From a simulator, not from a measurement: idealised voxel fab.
process module | voxel self aligned contacts
cross-section cut | 205 nm wide | cells 5 nm
A cross-section is a grid of square cells, given in bands from the top down. A band is one or more rows of cells.
Each band's line starts with the height of the band's top and of its bottom, in nm. Then come its materials from left to right, each with its width in nm. One material with "throughout" fills the band from edge to edge. "air" is empty space.
Height 0 is the level under which the wafer as received is all one material. The lowest band goes on downwards, as in "0 down".
A width such as "30 to 40" changes by the same amount from each row of cells to the next, from the band's top row to its bottom row.
"no change" after a step means that no cell of the cross-section changed.
closed voids: empty space of 8 cells or more with no open way to the top, each as width x height at its distance from the left edge, in nm
after a step's settings: what the simulator itself notes on the step
overlay nm, on a step with a mask: how far to the right of its planned place the mask lay; to the left if negative
plan
1 op RECEIVE | material Si
2 op OXIDIZE | depth nm 5
3 op DIRECTIONAL_DEP | material polySi | thk nm 30
4 op DIRECTIONAL_DEP | material SiN | thk nm 20
5 op PATTERN | tone cover | mask id GATE | material resist | width nm 35 | pitch nm 65 | thk nm 20 | overlay nm 0
6 op DIRECTIONAL_ETCH | etch materials SiN | depth nm 20
7 op DIRECTIONAL_ETCH | etch materials polySi | depth nm 30
8 op STRIP | etch materials resist
9 op CONFORMAL_DEP | material SiN | thk nm 5
10 op DIRECTIONAL_ETCH | etch materials SiN | depth nm 5
11 op FILL_DEP | material SiO2 | thk nm 15
12 op CMP | height nm 55
13 op MASKED_ETCH | tone open | mask id CONTACT | width nm 50 | pitch nm 65 | etch materials SiO2 | depth nm 60 | overlay nm 0
14 op CONFORMAL_DEP | material TiN | thk nm 5
15 op FILL_DEP | material W | thk nm 5
16 op CMP | height nm 55
17 op CONFORMAL_DEP | material SiCN | thk nm 5
first wafer, as planned
as received, after step 1
  0 down: Si throughout
  closed voids: none
after step 2
  0 to -5: SiO2 throughout
  below -5: unchanged
after step 3
  30 to 0: polySi throughout
  below 0: unchanged
after step 4
  50 to 30: SiN throughout
  below 30: unchanged
after step 5
  70 to 50: air 20 | resist 35 | air 30 | resist 35 | air 30 | resist 35 | air 20
  below 50: unchanged
after step 6
  70 to 50: air 20 | resist 35 | air 30 | resist 35 | air 30 | resist 35 | air 20
  50 to 30: air 20 | SiN 35 | air 30 | SiN 35 | air 30 | SiN 35 | air 20
  below 30: unchanged
after step 7
  70 to 50: air 20 | resist 35 | air 30 | resist 35 | air 30 | resist 35 | air 20
  50 to 30: air 20 | SiN 35 | air 30 | SiN 35 | air 30 | SiN 35 | air 20
  30 to 0: air 20 | polySi 35 | air 30 | polySi 35 | air 30 | polySi 35 | air 20
  below 0: unchanged
after step 8
  50 to 30: air 20 | SiN 35 | air 30 | SiN 35 | air 30 | SiN 35 | air 20
  below 30: unchanged
after step 9
  55 to 30: air 15 | SiN 45 | air 20 | SiN 45 | air 20 | SiN 45 | air 15
  30 to 5: air 15 | SiN 5 | polySi 35 | SiN 5 | air 20 | SiN 5 | polySi 35 | SiN 5 | air 20 | SiN 5 | polySi 35 | SiN 5 | air 15
  5 to 0: SiN 20 | polySi 35 | SiN 30 | polySi 35 | SiN 30 | polySi 35 | SiN 20
  below 0: unchanged
after step 10
  50 to 30: air 15 | SiN 45 | air 20 | SiN 45 | air 20 | SiN 45 | air 15
  30 to 0: air 15 | SiN 5 | polySi 35 | SiN 5 | air 20 | SiN 5 | polySi 35 | SiN 5 | air 20 | SiN 5 | polySi 35 | SiN 5 | air 15
  below 0: unchanged
after step 11
  65 to 50: SiO2 throughout
  50 to 30: SiO2 15 | SiN 45 | SiO2 20 | SiN 45 | SiO2 20 | SiN 45 | SiO2 15
  30 to 0: SiO2 15 | SiN 5 | polySi 35 | SiN 5 | SiO2 20 | SiN 5 | polySi 35 | SiN 5 | SiO2 20 | SiN 5 | polySi 35 | SiN 5 | SiO2 15
  below 0: unchanged
after step 12
  55 to 50: SiO2 throughout
  below 50: unchanged
after step 13
  55 to 50: SiO2 45 | air 50 | SiO2 15 | air 50 | SiO2 45
  50 to 30: SiO2 15 | SiN 45 | air 20 | SiN 45 | air 20 | SiN 45 | SiO2 15
  30 to 0: SiO2 15 | SiN 5 | polySi 35 | SiN 5 | air 20 | SiN 5 | polySi 35 | SiN 5 | air 20 | SiN 5 | polySi 35 | SiN 5 | SiO2 15
  0 to -5: SiO2 60 | air 20 | SiO2 45 | air 20 | SiO2 60
  below -5: unchanged
after step 14
  60 to 55: TiN 50 | air 40 | TiN 25 | air 40 | TiN 50
  55 to 50: SiO2 45 | TiN 20 | air 10 | TiN 20 | SiO2 15 | TiN 20 | air 10 | TiN 20 | SiO2 45
  50 to 30: SiO2 15 | SiN 45 | TiN 5 | air 10 | TiN 5 | SiN 45 | TiN 5 | air 10 | TiN 5 | SiN 45 | SiO2 15
  30 to 0: SiO2 15 | SiN 5 | polySi 35 | SiN 5 | TiN 5 | air 10 | TiN 5 | SiN 5 | polySi 35 | SiN 5 | TiN 5 | air 10 | TiN 5 | SiN 5 | polySi 35 | SiN 5 | SiO2 15
  0 to -5: SiO2 60 | TiN 20 | SiO2 45 | TiN 20 | SiO2 60
  below -5: unchanged
after step 15
  65 to 60: W throughout
  60 to 55: TiN 50 | W 40 | TiN 25 | W 40 | TiN 50
  55 to 50: SiO2 45 | TiN 20 | W 10 | TiN 20 | SiO2 15 | TiN 20 | W 10 | TiN 20 | SiO2 45
  50 to 30: SiO2 15 | SiN 45 | TiN 5 | W 10 | TiN 5 | SiN 45 | TiN 5 | W 10 | TiN 5 | SiN 45 | SiO2 15
  30 to 0: SiO2 15 | SiN 5 | polySi 35 | SiN 5 | TiN 5 | W 10 | TiN 5 | SiN 5 | polySi 35 | SiN 5 | TiN 5 | W 10 | TiN 5 | SiN 5 | polySi 35 | SiN 5 | SiO2 15
  below 0: unchanged
after step 16
  55 to 50: SiO2 45 | TiN 20 | W 10 | TiN 20 | SiO2 15 | TiN 20 | W 10 | TiN 20 | SiO2 45
  below 50: unchanged
after step 17
  60 to 55: SiCN throughout
  below 55: unchanged
second wafer: like start, like plan, one mistake. Through step 12 it matches the first wafer
when step 13 should have ended
  55 to 50: SiO2 40 | air 50 | SiO2 15 | air 50 | SiO2 50
  50 to 30: SiO2 15 | SiN 45 | air 20 | SiN 45 | air 20 | SiN 45 | SiO2 15
  30 to 0: SiO2 15 | SiN 5 | polySi 35 | SiN 5 | air 20 | SiN 5 | polySi 35 | SiN 5 | air 20 | SiN 5 | polySi 35 | SiN 5 | SiO2 15
  0 to -5: SiO2 60 | air 20 | SiO2 45 | air 20 | SiO2 60
  below -5: unchanged
when step 14 should have ended
  60 to 55: TiN 45 | air 40 | TiN 25 | air 40 | TiN 55
  55 to 50: SiO2 40 | TiN 25 | air 10 | TiN 15 | SiO2 15 | TiN 25 | air 10 | TiN 15 | SiO2 50
  50 to 30: SiO2 15 | SiN 45 | TiN 5 | air 10 | TiN 5 | SiN 45 | TiN 5 | air 10 | TiN 5 | SiN 45 | SiO2 15
  30 to 0: SiO2 15 | SiN 5 | polySi 35 | SiN 5 | TiN 5 | air 10 | TiN 5 | SiN 5 | polySi 35 | SiN 5 | TiN 5 | air 10 | TiN 5 | SiN 5 | polySi 35 | SiN 5 | SiO2 15
  0 to -5: SiO2 60 | TiN 20 | SiO2 45 | TiN 20 | SiO2 60
  below -5: unchanged
when step 15 should have ended
  65 to 60: W throughout
  60 to 55: TiN 45 | W 40 | TiN 25 | W 40 | TiN 55
  55 to 50: SiO2 40 | TiN 25 | W 10 | TiN 15 | SiO2 15 | TiN 25 | W 10 | TiN 15 | SiO2 50
  50 to 30: SiO2 15 | SiN 45 | TiN 5 | W 10 | TiN 5 | SiN 45 | TiN 5 | W 10 | TiN 5 | SiN 45 | SiO2 15
  30 to 0: SiO2 15 | SiN 5 | polySi 35 | SiN 5 | TiN 5 | W 10 | TiN 5 | SiN 5 | polySi 35 | SiN 5 | TiN 5 | W 10 | TiN 5 | SiN 5 | polySi 35 | SiN 5 | SiO2 15
  below 0: unchanged
when step 16 should have ended
  55 to 50: SiO2 40 | TiN 25 | W 10 | TiN 15 | SiO2 15 | TiN 25 | W 10 | TiN 15 | SiO2 50
  below 50: unchanged
when step 17 should have ended
  60 to 55: SiCN throughout
  below 55: unchanged
what went wrong: step 13 ran as: op MASKED_ETCH | tone open | mask id CONTACT | width nm 50 | pitch nm 65 | etch materials SiO2 | depth nm 60 | overlay nm -5
at the end the second wafer has, in cells: as many of each material as the first, in other places
